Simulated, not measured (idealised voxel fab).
process module | voxel ribs on slabs
cross-section cut | 250 nm wide | cells 5 nm
A cross-section is a grid of square cells, given in bands from the top down. A band is one or more rows of cells.
Each band's line starts with the height of the band's top and of its bottom, in nm. Then come its materials from left to right, each with its width in nm. One material with "throughout" fills the band from edge to edge. "air" is empty space.
Height 0 is the level under which the wafer as received is all one material. The lowest band goes on downwards, as in "0 down".
A width such as "30 to 40" changes by the same amount from each row of cells to the next, from the band's top row to its bottom row.
"no change" after a step means that no cell of the cross-section changed.
closed voids: empty space of 8 cells or more with no open way to the top, each as width x height at its distance from the left edge, in nm
after a step's settings: what the simulator itself notes on the step
overlay nm, on a step with a mask: how far to the right of its planned place the mask lay; to the left if negative
plan
1 op RECEIVE | material Si
2 op DIRECTIONAL_DEP | material SiO2 | thk nm 25
3 op DIRECTIONAL_DEP | material SiN | thk nm 15
4 op MASKED_ETCH | tone cover | mask id RIB | width nm 20 | etch materials SiN | depth nm 10 | overlay nm 0
5 op MASKED_ETCH | tone cover | mask id SLAB | width nm 60 | etch materials SiN | depth nm 5 | overlay nm 0
6 op FILL_DEP | material SiO2 | thk nm 20
7 op CMP | height nm 50
8 op DIRECTIONAL_DEP | material TiN | thk nm 5
9 op MASKED_ETCH | tone cover | mask id HEATER | width nm 30 | etch materials TiN | depth nm 5 | overlay nm 0
10 op CONFORMAL_DEP | material SiO2 | thk nm 5
first wafer, as planned
as received, after step 1
  0 down: Si throughout
  closed voids: none
after step 2
  25 to 0: SiO2 throughout
  below 0: unchanged
after step 3
  40 to 25: SiN throughout
  below 25: unchanged
after step 4
  40 to 30: air 115 | SiN 20 | air 115
  below 30: unchanged
after step 5
  40 to 30: air 115 | SiN 20 | air 115
  30 to 25: air 95 | SiN 60 | air 95
  below 25: unchanged
after step 6
  60 to 40: SiO2 throughout
  40 to 30: SiO2 115 | SiN 20 | SiO2 115
  30 to 25: SiO2 95 | SiN 60 | SiO2 95
  below 25: unchanged
after step 7
  50 to 40: SiO2 throughout
  below 40: unchanged
after step 8
  55 to 50: TiN throughout
  below 50: unchanged
after step 9
  55 to 50: air 110 | TiN 30 | air 110
  below 50: unchanged
after step 10
  60 to 55: air 105 | SiO2 40 | air 105
  55 to 50: SiO2 110 | TiN 30 | SiO2 110
  below 50: unchanged
second wafer: like start, like plan, one mistake. Through step 3 it matches the first wafer
when step 4 should have ended
  40 to 30: air 120 | SiN 15 | air 115
  below 30: unchanged
when step 5 should have ended
  40 to 30: air 120 | SiN 15 | air 115
  30 to 25: air 95 | SiN 60 | air 95
  below 25: unchanged
when step 6 should have ended
  60 to 40: SiO2 throughout
  40 to 30: SiO2 120 | SiN 15 | SiO2 115
  30 to 25: SiO2 95 | SiN 60 | SiO2 95
  below 25: unchanged
when step 7 should have ended
  50 to 40: SiO2 throughout
  below 40: unchanged
when step 8 should have ended
  55 to 50: TiN throughout
  below 50: unchanged
when step 9 should have ended
  55 to 50: air 110 | TiN 30 | air 110
  below 50: unchanged
when step 10 should have ended
  60 to 55: air 105 | SiO2 40 | air 105
  55 to 50: SiO2 110 | TiN 30 | SiO2 110
  below 50: unchanged
what went wrong: step 4 ran as: op MASKED_ETCH | tone cover | mask id RIB | width nm 15 | etch materials SiN | depth nm 10 | overlay nm 0
at the end the second wafer has, in cells: 2 fewer of SiN | 2 more of SiO2
